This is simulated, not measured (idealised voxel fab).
A process module follows: voxel self aligned vias.
For reference, the cross-section in this document is cut, with width 260 nm and square cells of 5 nm.
Cross-section, as written here: a square-cell grid given band by band from the top down, where a band holds one or more rows of cells.
Heights first: top, then bottom, in nm. Then materials, left to right, each with a width in nm. "edge to edge" on a single material: fills the band edge to edge. "air": empty space.
A quick word on heights: they are counted from 0, and under that level the wafer as it came to us is one material throughout. The lowest band is different from the rest in having no bottom; it simply continues downward, written as in "0 and below".
Read "30 to 40" as a graded width: first number on top, second number at the bottom, same change between each pair of neighbouring rows.
Where a step carries "stayed the same", the cross-section came out of it unchanged, cell for cell.
Look at "Sealed internal voids" for the closed voids: empty spaces with no open path to the top, sized 8 cells or up. Each is width x height at distance, distance from the left edge, all nm.
On a step's line, text after the settings is the simulator commenting on that step.
overlay nm: step with mask; distance mask lay right of planned place; negative value = left of planned place.

Planned step list for the process:
1. RECEIVE,material Si
2. CONFORMAL_DEP,material SiO2,thk nm 10
3. CONFORMAL_DEP,material SiCN,thk nm 5
4. DIRECTIONAL_DEP,material lowk,thk nm 20
5. DIRECTIONAL_DEP,material aC,thk nm 15
6. PATTERN,tone open,mask id LINES,material resist,width nm 25,pitch nm 75,thk nm 35,overlay nm 0
7. DIRECTIONAL_ETCH,etch materials aC,depth nm 15
8. STRIP,etch materials resist
9. DIRECTIONAL_ETCH,etch materials lowk,depth nm 20
10. STRIP,etch materials aC
11. CONFORMAL_DEP,material TiN,thk nm 5
12. FILL_DEP,material W,thk nm 10
13. CMP,height nm 35
14. SELECTIVE_ETCH,etch materials W Ru TiN,depth nm 5
15. FILL_DEP,material SiN,thk nm 10
16. CMP,height nm 35
17. DIRECTIONAL_DEP,material lowk,thk nm 15
18. MASKED_ETCH,tone open,mask id VIAS,width nm 45,etch materials lowk,depth nm 15,overlay nm 0
19. MASKED_ETCH,tone open,mask id VIAS,width nm 45,etch materials SiN,depth nm 5,overlay nm 0
20. CONFORMAL_DEP,material TiN,thk nm 5
21. FILL_DEP,material Cu,thk nm 5
22. CMP,height nm 50
23. CONFORMAL_DEP,material SiN,thk nm 5

As received (post step 1): cross-section:
0 and below: Si edge to edge
Sealed internal voids: none

Wafer at module end, in section. Began as above, planned as above, run with one mistake:
55 down to 50: SiN edge to edge
50 down to 35: lowk 70 nm | TiN 5 nm | Cu 35 nm | TiN 5 nm | lowk 145 nm
35 down to 30: SiN 70 nm | TiN 45 nm | SiN 145 nm
30 down to 15: W edge to edge
15 down to 10: SiCN edge to edge
10 down to 0: SiO2 edge to edge
0 and below: Si edge to edge
Sealed internal voids: none
Against the plan, the run slipped here: step 4 off recipe, ran as DIRECTIONAL_DEP,material W,thk nm 20
